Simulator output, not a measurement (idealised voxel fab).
process module | voxel transistor to metal
cross-section cut | 150 nm wide | cells 5 nm
A cross-section is a grid of square cells, given in bands from the top down. A band is one or more rows of cells.
Each band's line starts with the height of the band's top and of its bottom, in nm. Then come its materials from left to right, each with its width in nm. One material with "throughout" fills the band from edge to edge. "air" is empty space.
Height 0 is the level under which the wafer as received is all one material. The lowest band goes on downwards, as in "0 down".
A width such as "30 to 40" changes by the same amount from each row of cells to the next, from the band's top row to its bottom row.
"no change" after a step means that no cell of the cross-section changed.
closed voids: empty space of 8 cells or more with no open way to the top, each as width x height at its distance from the left edge, in nm
after a step's settings: what the simulator itself notes on the step
overlay nm, on a step with a mask: how far to the right of its planned place the mask lay; to the left if negative
plan
1 op RECEIVE | material Si
2 op OXIDIZE | depth nm 5
3 op CONFORMAL_DEP | material SiN | thk nm 10
4 op MASKED_ETCH | tone cover | mask id ACTIVE | width nm 105 | etch materials SiN | depth nm 10 | overlay nm 0
5 op MASKED_ETCH | tone cover | mask id ACTIVE | width nm 105 | etch materials SiO2 | depth nm 5 | overlay nm 0
6 op MASKED_ETCH | tone cover | mask id ACTIVE | width nm 105 | etch materials Si | depth nm 25 | overlay nm 0
7 op FILL_DEP | material SiO2 | thk nm 15
8 op CMP | height nm 10
9 op SELECTIVE_ETCH | etch materials SiO2 | depth nm 10
10 op STRIP | etch materials SiN
11 op SELECTIVE_ETCH | etch materials SiO2 | depth nm 5
12 op OXIDIZE | depth nm 5
13 op DIRECTIONAL_DEP | material polySi | thk nm 20
14 op DIRECTIONAL_DEP | material SiCN | thk nm 10
15 op PATTERN | tone cover | mask id GATE | material resist | width nm 15 | thk nm 15 | overlay nm 0
16 op DIRECTIONAL_ETCH | etch materials SiCN | depth nm 20
17 op DIRECTIONAL_ETCH | etch materials polySi | depth nm 30
18 op STRIP | etch materials resist
19 op CONFORMAL_DEP | material SiO2 | thk nm 5
20 op DIRECTIONAL_ETCH | etch materials SiO2 | depth nm 5
21 op CONFORMAL_DEP | material SiN | thk nm 10
22 op DIRECTIONAL_ETCH | etch materials SiN | depth nm 10
23 op DIRECTIONAL_ETCH | etch materials SiO2 | depth nm 5
24 op DIRECTIONAL_ETCH | etch materials Si | depth nm 5
25 op EPI | material SiGe | thk nm 5
26 op FILL_DEP | material SiO2 | thk nm 5
27 op CMP | height nm 25
28 op DIRECTIONAL_DEP | material SiO2 | thk nm 10
29 op DIRECTIONAL_DEP | material aC | thk nm 15
30 op PATTERN | tone open | mask id CONTACT | material resist | width nm 30 | pitch nm 55 | thk nm 35 | overlay nm 0
31 op DIRECTIONAL_ETCH | etch materials aC | depth nm 15
32 op STRIP | etch materials resist
33 op DIRECTIONAL_ETCH | etch materials SiO2 | depth nm 45
34 op STRIP | etch materials aC
35 op CONFORMAL_DEP | material TiN | thk nm 5
36 op FILL_DEP | material W | thk nm 5
37 op CMP | height nm 35
38 op DIRECTIONAL_DEP | material TiN | thk nm 5
39 op DIRECTIONAL_DEP | material Ru | thk nm 15
40 op PATTERN | tone cover | mask id METAL_1 | material resist | width nm 15 | pitch nm 70 | thk nm 20 | overlay nm 0
41 op DIRECTIONAL_ETCH | etch materials Ru | depth nm 15
42 op DIRECTIONAL_ETCH | etch materials TiN | depth nm 5
43 op STRIP | etch materials resist
44 op CONFORMAL_DEP | material SiCN | thk nm 5
45 op FILL_DEP | material lowk | thk nm 10
46 op CMP | height nm 55
47 op CONFORMAL_DEP | material SiCN | thk nm 5
48 op DIRECTIONAL_DEP | material SiO2 | thk nm 35
49 op PATTERN | tone open | mask id METAL_2 | material resist | width nm 15 | pitch nm 70 | thk nm 20 | overlay nm 0
50 op DIRECTIONAL_ETCH | etch materials SiO2 | depth nm 20
51 op STRIP | etch materials resist
52 op DIRECTIONAL_DEP | material aC | thk nm 10
53 op PATTERN | tone open | mask id METAL_2_HOLES | material resist | width nm 15 | pitch nm 70 | thk nm 30 | overlay nm 0
54 op DIRECTIONAL_ETCH | etch materials aC | depth nm 10
55 op STRIP | etch materials resist
56 op DIRECTIONAL_ETCH | etch materials SiO2 | depth nm 15
57 op DIRECTIONAL_ETCH | etch materials SiCN | depth nm 5
58 op STRIP | etch materials aC
59 op CONFORMAL_DEP | material TiN | thk nm 5
60 op FILL_DEP | material Cu | thk nm 5
61 op CMP | height nm 95
62 op CONFORMAL_DEP | material SiCN | thk nm 5
as received, after step 1
  0 down: Si throughout
  closed voids: none
a wafer at the end: this start, this plan, one mistake
  100 to 95: SiCN throughout
  95 to 75: SiO2 30 | TiN 5 | Cu 5 | TiN 5 | SiO2 55 | TiN 5 | Cu 5 | TiN 5 | SiO2 35
  75 to 70: SiCN 30 | TiN 15 | SiCN 55 | TiN 15 | SiCN 35
  70 to 60: lowk throughout
  60 to 55: lowk 25 | SiCN 25 | lowk 45 | SiCN 25 | lowk 30
  55 to 40: lowk 25 | SiCN 5 | Ru 15 | SiCN 5 | lowk 45 | SiCN 5 | Ru 15 | SiCN 5 | lowk 30
  40 to 35: SiCN 30 | TiN 15 | SiCN 55 | TiN 15 | SiCN 35
  35 to 25: SiO2 30 | TiN 5 | W 20 to 10 | TiN 5 to 15 | SiO2 25 | TiN 5 to 15 | W 20 to 10 | TiN 5 | SiO2 35
  25 to 15: SiO2 30 | TiN 5 | W 10 | TiN 5 | SiN 10 | SiO2 5 | SiCN 15 | SiO2 5 | SiN 10 | TiN 5 | W 10 | TiN 5 | SiO2 35
  15 to 0: SiO2 30 | TiN 5 | W 10 | TiN 5 | SiN 10 | SiO2 5 | polySi 15 | SiO2 5 | SiN 10 | TiN 5 | W 10 | TiN 5 | SiO2 35
  0 to -5: SiO2 30 | TiN 5 | W 5 | TiN 10 | SiN 10 | SiO2 5 | polySi 15 | SiO2 5 | SiN 10 | TiN 10 | W 5 | TiN 5 | SiO2 35
  -5 to -10: SiO2 30 | TiN 15 | SiGe 5 | SiO2 45 | SiGe 5 | TiN 15 | SiO2 35
  -10 to -15: SiO2 20 | SiGe 30 | Si 45 | SiGe 30 | SiO2 25
  -15 to -30: SiO2 20 | Si 105 | SiO2 25
  -30 down: Si throughout
  closed voids: none
what went wrong: step 46 was left out
